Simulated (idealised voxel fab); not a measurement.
process module | voxel ribs on slabs
cross-section cut | 265 nm wide | cells 5 nm
A cross-section is a grid of square cells, given in bands from the top down. A band is one or more rows of cells.
Each band's line starts with the height of the band's top and of its bottom, in nm. Then come its materials from left to right, each with its width in nm. One material with "throughout" fills the band from edge to edge. "air" is empty space.
Height 0 is the level under which the wafer as received is all one material. The lowest band goes on downwards, as in "0 down".
A width such as "30 to 40" changes by the same amount from each row of cells to the next, from the band's top row to its bottom row.
"no change" after a step means that no cell of the cross-section changed.
closed voids: empty space of 8 cells or more with no open way to the top, each as width x height at its distance from the left edge, in nm
after a step's settings: what the simulator itself notes on the step
overlay nm, on a step with a mask: how far to the right of its planned place the mask lay; to the left if negative
plan
1 op RECEIVE | material Si
2 op DIRECTIONAL_DEP | material SiO2 | thk nm 30
3 op DIRECTIONAL_DEP | material SiN | thk nm 20
4 op PATTERN | tone cover | mask id RIB | material resist | width nm 30 | thk nm 20 | overlay nm 0
5 op DIRECTIONAL_ETCH | etch materials SiN | depth nm 15
6 op STRIP | etch materials resist
7 op MASKED_ETCH | tone cover | mask id SLAB | width nm 90 | etch materials SiN | depth nm 5 | overlay nm 0
8 op FILL_DEP | material SiO2 | thk nm 25
9 op CMP | height nm 65
10 op DIRECTIONAL_DEP | material TiN | thk nm 10
11 op MASKED_ETCH | tone cover | mask id HEATER | width nm 40 | etch materials TiN | depth nm 10 | overlay nm -15
12 op CONFORMAL_DEP | material SiN | thk nm 5
varied across the wafers: overlay nm of step 11. The plan shows the first wafer's value. All wafers start alike
first wafer as received, after step 1
  0 down: Si throughout
  closed voids: none
each wafer at the end: cells of each material gained (+) or lost (-) since it was received, then its closed voids
overlay nm -15 | +93 SiN | +653 SiO2 | +16 TiN | closed voids: none
overlay nm -10 | +93 SiN | +653 SiO2 | +16 TiN | closed voids: none
overlay nm -5 | +93 SiN | +653 SiO2 | +16 TiN | closed voids: none
overlay nm 0 | +93 SiN | +653 SiO2 | +16 TiN | closed voids: none
overlay nm 5 | +93 SiN | +653 SiO2 | +16 TiN | closed voids: none
overlay nm 10 | +93 SiN | +653 SiO2 | +16 TiN | closed voids: none
overlay nm 15 | +93 SiN | +653 SiO2 | +16 TiN | closed voids: none
